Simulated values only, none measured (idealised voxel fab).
process module | voxel self aligned vias
cross-section cut | 240 nm wide | cells 5 nm
A cross-section is a grid of square cells, given in bands from the top down. A band is one or more rows of cells.
Each band's line starts with the height of the band's top and of its bottom, in nm. Then come its materials from left to right, each with its width in nm. One material with "throughout" fills the band from edge to edge. "air" is empty space.
Height 0 is the level under which the wafer as received is all one material. The lowest band goes on downwards, as in "0 down".
A width such as "30 to 40" changes by the same amount from each row of cells to the next, from the band's top row to its bottom row.
"no change" after a step means that no cell of the cross-section changed.
closed voids: empty space of 8 cells or more with no open way to the top, each as width x height at its distance from the left edge, in nm
after a step's settings: what the simulator itself notes on the step
overlay nm, on a step with a mask: how far to the right of its planned place the mask lay; to the left if negative
plan
1 op RECEIVE | material Si
2 op CONFORMAL_DEP | material SiO2 | thk nm 10
3 op CONFORMAL_DEP | material SiCN | thk nm 5
4 op DIRECTIONAL_DEP | material SiO2 | thk nm 25
5 op PATTERN | tone open | mask id LINES | material resist | width nm 20 | pitch nm 65 | thk nm 15 | overlay nm 0
6 op DIRECTIONAL_ETCH | etch materials SiO2 | depth nm 25
7 op STRIP | etch materials resist
8 op CONFORMAL_DEP | material TiN | thk nm 5
9 op FILL_DEP | material W | thk nm 10
10 op CMP | height nm 40
11 op SELECTIVE_ETCH | etch materials W Ru TiN | depth nm 10
12 op FILL_DEP | material SiN | thk nm 5
13 op CMP | height nm 40
14 op DIRECTIONAL_DEP | material SiO2 | thk nm 15
15 op DIRECTIONAL_DEP | material aC | thk nm 10
16 op PATTERN | tone open | mask id VIAS | material resist | width nm 40 | pitch nm 65 | thk nm 30 | overlay nm 0
17 op DIRECTIONAL_ETCH | etch materials aC | depth nm 10
18 op STRIP | etch materials resist
19 op DIRECTIONAL_ETCH | etch materials SiO2 | depth nm 15
20 op DIRECTIONAL_ETCH | etch materials SiN | depth nm 10
21 op STRIP | etch materials aC
22 op CONFORMAL_DEP | material TiN | thk nm 5
23 op FILL_DEP | material Ru | thk nm 5
24 op CMP | height nm 55
25 op CONFORMAL_DEP | material SiN | thk nm 5
as received, after step 1
  0 down: Si throughout
  closed voids: none
a wafer at the end: this start, this plan, one mistake
  60 to 55: SiN throughout
  55 to 45: SiO2 75 | TiN 5 | Ru 30 | TiN 5 | SiO2 25 | TiN 5 | Ru 30 | TiN 5 | SiO2 60
  45 to 35: SiO2 75 | TiN 5 | Ru 10 | TiN 25 to 5 | SiO2 25 to 45 | TiN 5 | Ru 10 | TiN 25 to 5 | SiO2 60 to 80
  35 to 30: SiO2 75 | TiN 20 | SiO2 45 | TiN 20 | SiO2 80
  30 to 20: SiO2 75 | TiN 5 | W 10 | TiN 5 | SiO2 45 | TiN 5 | W 10 | TiN 5 | SiO2 80
  20 to 15: SiO2 75 | TiN 20 | SiO2 45 | TiN 20 | SiO2 80
  15 to 10: SiCN throughout
  10 to 0: SiO2 throughout
  0 down: Si throughout
  closed voids: none
what went wrong: step 16 ran as: op PATTERN | tone open | mask id VIAS | material resist | width nm 40 | pitch nm 65 | thk nm 30 | overlay nm 10
